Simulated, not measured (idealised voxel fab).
The process module that follows is named voxel tone inversion.
230 nm wide, 5 nm square cells: that's cross-section cut.
For the purposes of this document, a cross-section shall be understood as a grid of square cells, specified as bands listed in top-to-bottom order, each band consisting of one or more rows of cells. Band entry format. Leading values: height of top, height of bottom, nm. Remainder: materials in left-to-right order, each with its width in nm. Special words: "all across" on a single material, which then fills the band edge to edge; "empty", empty space. Heights from 0 (as-received wafer is one material below). Bottom band endless downward, as "0 and below". Read "30..40" as a graded width: first number on top, second number at the bottom, same change between each pair of neighbouring rows. A step reported as "same as before" is a step in which no cell of the cross-section changed. Closed-off voids of 8+ cells (no open route to the top) go in "Enclosed empty spaces", written width x height at distance from the left edge, in nm. Step line, after settings: the simulator's comment on this step. What "overlay nm" on a step's line means: if the step has a mask, that mask lay this far to the right of its planned place, or, when the value is negative, to the left.

The following list gives the planned process steps:
step 1: RECEIVE with material Si
step 2: CONFORMAL_DEP with material SiCN, thk nm 10
step 3: DIRECTIONAL_DEP with material polySi, thk nm 20
step 4: PATTERN with tone cover, mask id POSTS, material resist, width nm 20, pitch nm 40, thk nm 30, overlay nm 0
step 5: DIRECTIONAL_ETCH with etch materials polySi, depth nm 20
step 6: STRIP with etch materials resist
step 7: FILL_DEP with material SiO2, thk nm 5
step 8: CMP with height nm 30
step 9: STRIP with etch materials polySi
step 10: CONFORMAL_DEP with material TiN, thk nm 5
step 11: FILL_DEP with material W, thk nm 5
step 12: CMP with height nm 30
step 13: CONFORMAL_DEP with material SiCN, thk nm 5

Cross-section: wafer on arrival = after step 1:
> 0 and below: Si all across
> Enclosed empty spaces: none

Cross-section: first of two wafers, module finished, run according to plan:
> 35 down to 30: SiCN all across
> 30 down to 15: SiO2 85, TiN 5, W 10, TiN 5, SiO2 20, TiN 5, W 10, TiN 5, SiO2 85
> 15 down to 10: SiO2 85, TiN 20, SiO2 20, TiN 20, SiO2 85
> 10 down to 0: SiCN all across
> 0 and below: Si all across
> Enclosed empty spaces: none

Cross-sectional view: second of two wafers, end of module; start and plan identical to the first, one mistake in running:
> 35 down to 20: SiCN all across
> 20 down to 0: polySi all across
> 0 and below: Si all across
> Enclosed empty spaces: none
Short version of what went wrong: it was found that steps 2 and 3 of the process plan had been performed in exchanged positions
Once processing is complete, comparing cell counts shows that the second wafer has more or fewer of certain materials than the first: -152 SiO2, -20 TiN, -12 W, +184 polySi
